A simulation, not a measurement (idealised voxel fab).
process module | voxel capacitor over wiring
cross-section cut | 235 nm wide | cells 5 nm
A cross-section is a grid of square cells, given in bands from the top down. A band is one or more rows of cells.
Each band's line starts with the height of the band's top and of its bottom, in nm. Then come its materials from left to right, each with its width in nm. One material with "throughout" fills the band from edge to edge. "air" is empty space.
Height 0 is the level under which the wafer as received is all one material. The lowest band goes on downwards, as in "0 down".
A width such as "30 to 40" changes by the same amount from each row of cells to the next, from the band's top row to its bottom row.
"no change" after a step means that no cell of the cross-section changed.
closed voids: empty space of 8 cells or more with no open way to the top, each as width x height at its distance from the left edge, in nm
after a step's settings: what the simulator itself notes on the step
overlay nm, on a step with a mask: how far to the right of its planned place the mask lay; to the left if negative
plan
1 op RECEIVE | material Si
2 op CONFORMAL_DEP | material SiO2 | thk nm 10
3 op DIRECTIONAL_DEP | material TiN | thk nm 5
4 op DIRECTIONAL_DEP | material Ru | thk nm 25
5 op DIRECTIONAL_DEP | material aC | thk nm 10
6 op PATTERN | tone cover | mask id METAL_1 | material resist | width nm 30 | pitch nm 80 | thk nm 25 | overlay nm 0
7 op DIRECTIONAL_ETCH | etch materials aC | depth nm 10
8 op STRIP | etch materials resist
9 op DIRECTIONAL_ETCH | etch materials Ru | depth nm 25
10 op DIRECTIONAL_ETCH | etch materials TiN | depth nm 5
11 op STRIP | etch materials aC
12 op CONFORMAL_DEP | material SiCN | thk nm 5
13 op FILL_DEP | material lowk | thk nm 10
14 op CMP | height nm 40
15 op CONFORMAL_DEP | material SiCN | thk nm 5
16 op DIRECTIONAL_DEP | material lowk | thk nm 10
17 op MASKED_ETCH | tone open | mask id PLUG_1 | width nm 15 | etch materials lowk | depth nm 10 | overlay nm 0
18 op MASKED_ETCH | tone open | mask id PLUG_1 | width nm 15 | etch materials SiCN | depth nm 5 | overlay nm 0
19 op CONFORMAL_DEP | material TiN | thk nm 5
20 op FILL_DEP | material Cu | thk nm 10
21 op CMP | height nm 55
22 op DIRECTIONAL_DEP | material TiN | thk nm 10
23 op DIRECTIONAL_DEP | material Al2O3 | thk nm 5
24 op DIRECTIONAL_DEP | material TiN | thk nm 5
25 op PATTERN | tone cover | mask id UPPER_PLATE | material resist | width nm 55 | thk nm 15 | overlay nm 0
26 op DIRECTIONAL_ETCH | etch materials TiN | depth nm 5
27 op DIRECTIONAL_ETCH | etch materials Al2O3 | depth nm 5
28 op STRIP | etch materials resist
29 op MASKED_ETCH | tone cover | mask id LOWER_PLATE | width nm 65 | etch materials TiN | depth nm 10 | overlay nm 0
30 op FILL_DEP | material SiO2 | thk nm 15
31 op CMP | height nm 85
32 op PATTERN | tone open | mask id PLUG_2 | material resist | width nm 15 | thk nm 20 | overlay nm 0
33 op DIRECTIONAL_ETCH | etch materials SiO2 | depth nm 10
34 op STRIP | etch materials resist
35 op CONFORMAL_DEP | material TiN | thk nm 5
36 op FILL_DEP | material Cu | thk nm 10
37 op CMP | height nm 85
38 op CONFORMAL_DEP | material SiN | thk nm 5
first wafer, as planned
as received, after step 1
  0 down: Si throughout
  closed voids: none
after step 2
  10 to 0: SiO2 throughout
  below 0: unchanged
after step 3
  15 to 10: TiN throughout
  below 10: unchanged
after step 4
  40 to 15: Ru throughout
  below 15: unchanged
after step 5
  50 to 40: aC throughout
  below 40: unchanged
after step 6
  75 to 50: air 60 | resist 30 | air 50 | resist 30 | air 65
  below 50: unchanged
after step 7
  65 to 50: air 60 | resist 30 | air 50 | resist 30 | air 65
  50 to 40: air 60 | aC 30 | air 50 | aC 30 | air 65
  below 40: unchanged
after step 8
  50 to 40: air 60 | aC 30 | air 50 | aC 30 | air 65
  below 40: unchanged
after step 9
  50 to 40: air 60 | aC 30 | air 50 | aC 30 | air 65
  40 to 15: air 60 | Ru 30 | air 50 | Ru 30 | air 65
  below 15: unchanged
after step 10
  50 to 40: air 60 | aC 30 | air 50 | aC 30 | air 65
  40 to 15: air 60 | Ru 30 | air 50 | Ru 30 | air 65
  15 to 10: air 60 | TiN 30 | air 50 | TiN 30 | air 65
  below 10: unchanged
after step 11
  40 to 15: air 60 | Ru 30 | air 50 | Ru 30 | air 65
  below 15: unchanged
after step 12
  45 to 40: air 55 | SiCN 40 | air 40 | SiCN 40 | air 60
  40 to 15: air 55 | SiCN 5 | Ru 30 | SiCN 5 | air 40 | SiCN 5 | Ru 30 | SiCN 5 | air 60
  15 to 10: SiCN 60 | TiN 30 | SiCN 50 | TiN 30 | SiCN 65
  below 10: unchanged
after step 13
  55 to 45: lowk throughout
  45 to 40: lowk 55 | SiCN 40 | lowk 40 | SiCN 40 | lowk 60
  40 to 15: lowk 55 | SiCN 5 | Ru 30 | SiCN 5 | lowk 40 | SiCN 5 | Ru 30 | SiCN 5 | lowk 60
  below 15: unchanged
after step 14
  40 to 15: lowk 55 | SiCN 5 | Ru 30 | SiCN 5 | lowk 40 | SiCN 5 | Ru 30 | SiCN 5 | lowk 60
  below 15: unchanged
after step 15
  45 to 40: SiCN throughout
  below 40: unchanged
after step 16
  55 to 45: lowk throughout
  below 45: unchanged
after step 17
  55 to 45: lowk 75 | air 15 | lowk 145
  below 45: unchanged
after step 18
  55 to 45: lowk 75 | air 15 | lowk 145
  45 to 40: SiCN 75 | air 15 | SiCN 145
  below 40: unchanged
after step 19
  60 to 55: TiN 80 | air 5 | TiN 150
  55 to 45: lowk 75 | TiN 5 | air 5 | TiN 5 | lowk 145
  45 to 40: SiCN 75 | TiN 15 | SiCN 145
  below 40: unchanged
after step 20
  70 to 60: Cu throughout
  60 to 55: TiN 80 | Cu 5 | TiN 150
  55 to 45: lowk 75 | TiN 5 | Cu 5 | TiN 5 | lowk 145
  below 45: unchanged
after step 21
  55 to 45: lowk 75 | TiN 5 | Cu 5 | TiN 5 | lowk 145
  below 45: unchanged
after step 22
  65 to 55: TiN throughout
  below 55: unchanged
after step 23
  70 to 65: Al2O3 throughout
  below 65: unchanged
after step 24
  75 to 70: TiN throughout
  below 70: unchanged
after step 25
  90 to 75: air 75 | resist 55 | air 105
  below 75: unchanged
after step 26
  90 to 75: air 75 | resist 55 | air 105
  75 to 70: air 75 | TiN 55 | air 105
  below 70: unchanged
after step 27
  90 to 75: air 75 | resist 55 | air 105
  75 to 70: air 75 | TiN 55 | air 105
  70 to 65: air 75 | Al2O3 55 | air 105
  below 65: unchanged
after step 28
  75 to 70: air 75 | TiN 55 | air 105
  below 70: unchanged
after step 29
  75 to 70: air 75 | TiN 55 | air 105
  70 to 65: air 75 | Al2O3 55 | air 105
  65 to 55: air 70 | TiN 65 | air 100
  below 55: unchanged
after step 30
  90 to 75: SiO2 throughout
  75 to 70: SiO2 75 | TiN 55 | SiO2 105
  70 to 65: SiO2 75 | Al2O3 55 | SiO2 105
  65 to 55: SiO2 70 | TiN 65 | SiO2 100
  below 55: unchanged
after step 31
  85 to 75: SiO2 throughout
  below 75: unchanged
after step 32
  105 to 85: resist 85 | air 15 | resist 135
  below 85: unchanged
after step 33
  105 to 85: resist 85 | air 15 | resist 135
  85 to 75: SiO2 85 | air 15 | SiO2 135
  below 75: unchanged
after step 34
  85 to 75: SiO2 85 | air 15 | SiO2 135
  below 75: unchanged
after step 35
  90 to 85: TiN 90 | air 5 | TiN 140
  85 to 80: SiO2 85 | TiN 5 | air 5 | TiN 5 | SiO2 135
  80 to 70: SiO2 85 to 75 | TiN 15 to 55 | SiO2 135 to 105
  below 70: unchanged
after step 36
  100 to 90: Cu throughout
  90 to 85: TiN 90 | Cu 5 | TiN 140
  85 to 80: SiO2 85 | TiN 5 | Cu 5 | TiN 5 | SiO2 135
  below 80: unchanged
after step 37
  85 to 80: SiO2 85 | TiN 5 | Cu 5 | TiN 5 | SiO2 135
  below 80: unchanged
after step 38
  90 to 85: SiN throughout
  below 85: unchanged
second wafer: like start, like plan, one mistake. Through step 3 it matches the first wafer
when step 4 should have ended
  30 to 15: Ru throughout
  below 15: unchanged
when step 5 should have ended
  40 to 30: aC throughout
  below 30: unchanged
when step 6 should have ended
  65 to 40: air 60 | resist 30 | air 50 | resist 30 | air 65
  below 40: unchanged
when step 7 should have ended
  55 to 40: air 60 | resist 30 | air 50 | resist 30 | air 65
  40 to 30: air 60 | aC 30 | air 50 | aC 30 | air 65
  below 30: unchanged
when step 8 should have ended
  40 to 30: air 60 | aC 30 | air 50 | aC 30 | air 65
  below 30: unchanged
when step 9 should have ended
  40 to 30: air 60 | aC 30 | air 50 | aC 30 | air 65
  30 to 15: air 60 | Ru 30 | air 50 | Ru 30 | air 65
  below 15: unchanged
when step 10 should have ended
  40 to 30: air 60 | aC 30 | air 50 | aC 30 | air 65
  30 to 15: air 60 | Ru 30 | air 50 | Ru 30 | air 65
  15 to 10: air 60 | TiN 30 | air 50 | TiN 30 | air 65
  below 10: unchanged
when step 11 should have ended
  30 to 15: air 60 | Ru 30 | air 50 | Ru 30 | air 65
  below 15: unchanged
when step 12 should have ended
  35 to 30: air 55 | SiCN 40 | air 40 | SiCN 40 | air 60
  30 to 15: air 55 | SiCN 5 | Ru 30 | SiCN 5 | air 40 | SiCN 5 | Ru 30 | SiCN 5 | air 60
  15 to 10: SiCN 60 | TiN 30 | SiCN 50 | TiN 30 | SiCN 65
  below 10: unchanged
when step 13 should have ended
  45 to 35: lowk throughout
  35 to 30: lowk 55 | SiCN 40 | lowk 40 | SiCN 40 | lowk 60
  30 to 15: lowk 55 | SiCN 5 | Ru 30 | SiCN 5 | lowk 40 | SiCN 5 | Ru 30 | SiCN 5 | lowk 60
  below 15: unchanged
when step 14 should have ended
  40 to 35: lowk throughout
  below 35: unchanged
when step 15 should have ended
  45 to 40: SiCN throughout
  below 40: unchanged
when step 16 should have ended
  55 to 45: lowk throughout
  below 45: unchanged
when step 17 should have ended
  55 to 45: lowk 75 | air 15 | lowk 145
  below 45: unchanged
when step 18 should have ended
  55 to 45: lowk 75 | air 15 | lowk 145
  45 to 40: SiCN 75 | air 15 | SiCN 145
  below 40: unchanged
when step 19 should have ended
  60 to 55: TiN 80 | air 5 | TiN 150
  55 to 45: lowk 75 | TiN 5 | air 5 | TiN 5 | lowk 145
  45 to 40: SiCN 75 | TiN 15 | SiCN 145
  below 40: unchanged
when step 20 should have ended
  70 to 60: Cu throughout
  60 to 55: TiN 80 | Cu 5 | TiN 150
  55 to 45: lowk 75 | TiN 5 | Cu 5 | TiN 5 | lowk 145
  below 45: unchanged
when step 21 should have ended
  55 to 45: lowk 75 | TiN 5 | Cu 5 | TiN 5 | lowk 145
  below 45: unchanged
when step 22 should have ended
  65 to 55: TiN throughout
  below 55: unchanged
when step 23 should have ended
  70 to 65: Al2O3 throughout
  below 65: unchanged
when step 24 should have ended
  75 to 70: TiN throughout
  below 70: unchanged
when step 25 should have ended
  90 to 75: air 75 | resist 55 | air 105
  below 75: unchanged
when step 26 should have ended
  90 to 75: air 75 | resist 55 | air 105
  75 to 70: air 75 | TiN 55 | air 105
  below 70: unchanged
when step 27 should have ended
  90 to 75: air 75 | resist 55 | air 105
  75 to 70: air 75 | TiN 55 | air 105
  70 to 65: air 75 | Al2O3 55 | air 105
  below 65: unchanged
when step 28 should have ended
  75 to 70: air 75 | TiN 55 | air 105
  below 70: unchanged
when step 29 should have ended
  75 to 70: air 75 | TiN 55 | air 105
  70 to 65: air 75 | Al2O3 55 | air 105
  65 to 55: air 70 | TiN 65 | air 100
  below 55: unchanged
when step 30 should have ended
  90 to 75: SiO2 throughout
  75 to 70: SiO2 75 | TiN 55 | SiO2 105
  70 to 65: SiO2 75 | Al2O3 55 | SiO2 105
  65 to 55: SiO2 70 | TiN 65 | SiO2 100
  below 55: unchanged
when step 31 should have ended
  85 to 75: SiO2 throughout
  below 75: unchanged
when step 32 should have ended
  105 to 85: resist 85 | air 15 | resist 135
  below 85: unchanged
when step 33 should have ended
  105 to 85: resist 85 | air 15 | resist 135
  85 to 75: SiO2 85 | air 15 | SiO2 135
  below 75: unchanged
when step 34 should have ended
  85 to 75: SiO2 85 | air 15 | SiO2 135
  below 75: unchanged
when step 35 should have ended
  90 to 85: TiN 90 | air 5 | TiN 140
  85 to 80: SiO2 85 | TiN 5 | air 5 | TiN 5 | SiO2 135
  80 to 70: SiO2 85 to 75 | TiN 15 to 55 | SiO2 135 to 105
  below 70: unchanged
when step 36 should have ended
  100 to 90: Cu throughout
  90 to 85: TiN 90 | Cu 5 | TiN 140
  85 to 80: SiO2 85 | TiN 5 | Cu 5 | TiN 5 | SiO2 135
  below 80: unchanged
when step 37 should have ended
  85 to 80: SiO2 85 | TiN 5 | Cu 5 | TiN 5 | SiO2 135
  below 80: unchanged
when step 38 should have ended
  90 to 85: SiN throughout
  below 85: unchanged
what went wrong: step 4 ran as: op DIRECTIONAL_DEP | material Ru | thk nm 15
at the end the second wafer has, in cells: 24 fewer of Ru | 8 more of SiCN | 16 more of lowk
